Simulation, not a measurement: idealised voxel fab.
Process module heading - voxel capacitor over wiring
Pictured: cross-section cut, 285 nm wide, on a grid of 5 nm square cells.
This document writes a cross-section as a grid whose cells are square, and gives it as bands, listed from the top down; one or more rows of cells form a band. Quick guide to a band line: top height, bottom height (nm) up front; then every material left to right with its width in nm. Only one material and it's marked "edge to edge"? Then it fills the band edge to edge. And "air" just means empty space. Heights are reckoned from 0. Under this level, the received wafer is all of one material. The bottommost band is open-ended downward, for example "z 0 and below". You'd read "30..40" like this: the band's top row of cells is as wide as the first number, its bottom row is as wide as the second, and going down, every row changes width by the same amount as the row before did. Step note "remained the same" = no cross-section cell changed. In the "Cavities, sealed" entry, you get each enclosed empty space of 8 cells or more, one with no open way to the top, written width x height at distance, distance from the left edge, in nm. after a step's settings: what the simulator itself notes on the step. overlay nm: mask offset rightward from planned place, masked step; negative means leftward offset.

# Process steps foreseen in the plan
- 1: RECEIVE [material Si]
- 2: CONFORMAL_DEP [material SiO2] [thk nm 10]
- 3: CONFORMAL_DEP [material SiN] [thk nm 5]
- 4: DIRECTIONAL_DEP [material SiO2] [thk nm 20]
- 5: MASKED_ETCH [tone open] [mask id METAL_1] [width nm 30] [pitch nm 80] [etch materials SiO2] [depth nm 20] [overlay nm 0]
- 6: MASKED_ETCH [tone open] [mask id METAL_1] [width nm 30] [pitch nm 80] [etch materials SiN] [depth nm 5] [overlay nm 0]
- 7: CONFORMAL_DEP [material TiN] [thk nm 5]
- 8: FILL_DEP [material W] [thk nm 10]
- 9: CMP [height nm 35]
- 10: CONFORMAL_DEP [material SiCN] [thk nm 5]
- 11: DIRECTIONAL_DEP [material lowk] [thk nm 20]
- 12: PATTERN [tone open] [mask id PLUG_1] [material resist] [width nm 15] [thk nm 20] [overlay nm 0]
- 13: DIRECTIONAL_ETCH [etch materials lowk] [depth nm 20]
- 14: DIRECTIONAL_ETCH [etch materials SiCN] [depth nm 5]
- 15: STRIP [etch materials resist]
- 16: CONFORMAL_DEP [material TiN] [thk nm 5]
- 17: FILL_DEP [material Cu] [thk nm 10]
- 18: CMP [height nm 60]
- 19: DIRECTIONAL_DEP [material TiN] [thk nm 5]
- 20: DIRECTIONAL_DEP [material SiN] [thk nm 5]
- 21: DIRECTIONAL_DEP [material TiN] [thk nm 10]
- 22: MASKED_ETCH [tone cover] [mask id UPPER_PLATE] [width nm 55] [etch materials TiN] [depth nm 10] [overlay nm 0]
- 23: MASKED_ETCH [tone cover] [mask id UPPER_PLATE] [width nm 55] [etch materials SiN] [depth nm 5] [overlay nm 0]
- 24: DIRECTIONAL_DEP [material aC] [thk nm 10]
- 25: PATTERN [tone cover] [mask id LOWER_PLATE] [material resist] [width nm 65] [thk nm 30] [overlay nm 0]
- 26: DIRECTIONAL_ETCH [etch materials aC] [depth nm 10]
- 27: STRIP [etch materials resist]
- 28: DIRECTIONAL_ETCH [etch materials TiN] [depth nm 5]
- 29: STRIP [etch materials aC]
- 30: FILL_DEP [material SiO2] [thk nm 15]
- 31: CMP [height nm 90]
- 32: MASKED_ETCH [tone open] [mask id PLUG_2] [width nm 15] [etch materials SiO2] [depth nm 10] [overlay nm 0]
- 33: CONFORMAL_DEP [material TiN] [thk nm 5]
- 34: FILL_DEP [material Ru] [thk nm 5]
- 35: CMP [height nm 90]
- 36: CONFORMAL_DEP [material SiN] [thk nm 5]

# Wafer at receipt (post step 1), cross-section
	z 0 and below: Si edge to edge
	Cavities, sealed: none

# This is how the wafer looks in cross-section once the module is done, given the starting state and plan above and one mistake in carrying the plan out
	z 95 to 90: SiN edge to edge
	z 90 to 85: SiO2 110, TiN 5, Ru 5, TiN 5, SiO2 160
	z 85 to 80: SiO2 110, TiN 15, SiO2 160
	z 80 to 70: SiO2 100, TiN 55, SiO2 130
	z 70 to 65: SiO2 100, SiN 55, SiO2 130
	z 65 to 60: SiO2 95, TiN 65, SiO2 125
	z 60 to 40: lowk 100, TiN 5, Cu 5, TiN 5, lowk 170
	z 40 to 35: SiCN 100, TiN 15, SiCN 170
	z 35 to 30: SiN 85, TiN 30, SiN 50, TiN 30, SiN 90
	z 30 to 0: SiO2 edge to edge
	z 0 and below: Si edge to edge
	Cavities, sealed: none
Deviation from plan: step 4 occupied the plan position of step 3, and the converse holds as well
